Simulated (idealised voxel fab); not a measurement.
This is a process module. Its name is voxel self aligned contacts.
The width of the displayed cross-section, cut, is 265 nm; its cells are square, with a size of 5 nm.
We lay out every cross-section as a grid of square cells and spell it out in bands from the top down, where one band means one or more rows of cells.
Quick guide to a band line: top height, bottom height (nm) up front; then every material left to right with its width in nm. Only one material and it's marked "everywhere"? Then it fills the band edge to edge. And "air" just means empty space.
Below 0: as-received wafer, all one material; heights counted from there. Lowest band: no bottom, goes on down, written "0 and below".
The notation "30..40" denotes a width that varies across the rows of cells in the band, beginning at the first number in the top row, finishing at the second number in the bottom row, and changing by an identical amount from each row to the next.
Reading "no alterations made" for a step: not a cell of the cross-section changed in it.
"Fully sealed cavities": sealed empty spaces, 8 cells or more, no open way to top, listed width x height at distance, with distance from the left edge and width, height and distance in nm.
Note: text after step settings on the step line = simulator remark on that step.
"overlay nm" on a masked step: distance the mask lay right of its planned place, negative for left.

Process steps (planned):
1: op RECEIVE | material Si
2: op CONFORMAL_DEP | material SiO2 | thk nm 5
3: op DIRECTIONAL_DEP | material polySi | thk nm 25
4: op DIRECTIONAL_DEP | material SiN | thk nm 20
5: op DIRECTIONAL_DEP | material aC | thk nm 10
6: op PATTERN | tone cover | mask id GATE | material resist | width nm 25 | pitch nm 70 | thk nm 30 | overlay nm 0
7: op DIRECTIONAL_ETCH | etch materials aC | depth nm 10
8: op STRIP | etch materials resist
9: op DIRECTIONAL_ETCH | etch materials SiN | depth nm 20
10: op DIRECTIONAL_ETCH | etch materials polySi | depth nm 25
11: op STRIP | etch materials aC
12: op CONFORMAL_DEP | material SiN | thk nm 10
13: op DIRECTIONAL_ETCH | etch materials SiN | depth nm 10
14: op FILL_DEP | material SiO2 | thk nm 15
15: op CMP | height nm 55
16: op DIRECTIONAL_DEP | material aC | thk nm 15
17: op PATTERN | tone open | mask id CONTACT | material resist | width nm 55 | thk nm 35 | overlay nm 0
18: op DIRECTIONAL_ETCH | etch materials aC | depth nm 15
19: op STRIP | etch materials resist
20: op DIRECTIONAL_ETCH | etch materials SiO2 | depth nm 55
21: op STRIP | etch materials aC
22: op CONFORMAL_DEP | material TiN | thk nm 5
23: op FILL_DEP | material Ru | thk nm 10
24: op CMP | height nm 55
25: op CONFORMAL_DEP | material SiN | thk nm 5

Here's what the wafer looked like in cross-section when it arrived - that's after step 1:
> 0 and below  Si everywhere
> Fully sealed cavities: none

Result of the module, cross-sectioned: start per above, plan per above, one error in how it was run:
> 60 down to 55  SiN everywhere
> 55 down to 50  SiO2 105 | TiN 20 | Ru 15 | TiN 20 | SiO2 105
> 50 down to 30  SiO2 75 | SiN 10 | polySi 25 | SiN 10 | TiN 5 | Ru 15 | TiN 5 | SiN 10 | polySi 25 | SiN 10 | SiO2 75
> 30 down to 25  SiO2 75 | SiN 10 | polySi 25 | SiN 10 | TiN 25 | SiN 10 | polySi 25 | SiN 10 | SiO2 75
> 25 down to 5  SiN everywhere
> 5 down to 0  SiO2 everywhere
> 0 and below  Si everywhere
> Fully sealed cavities: none
Plan not followed: steps 3 and 4 swapped
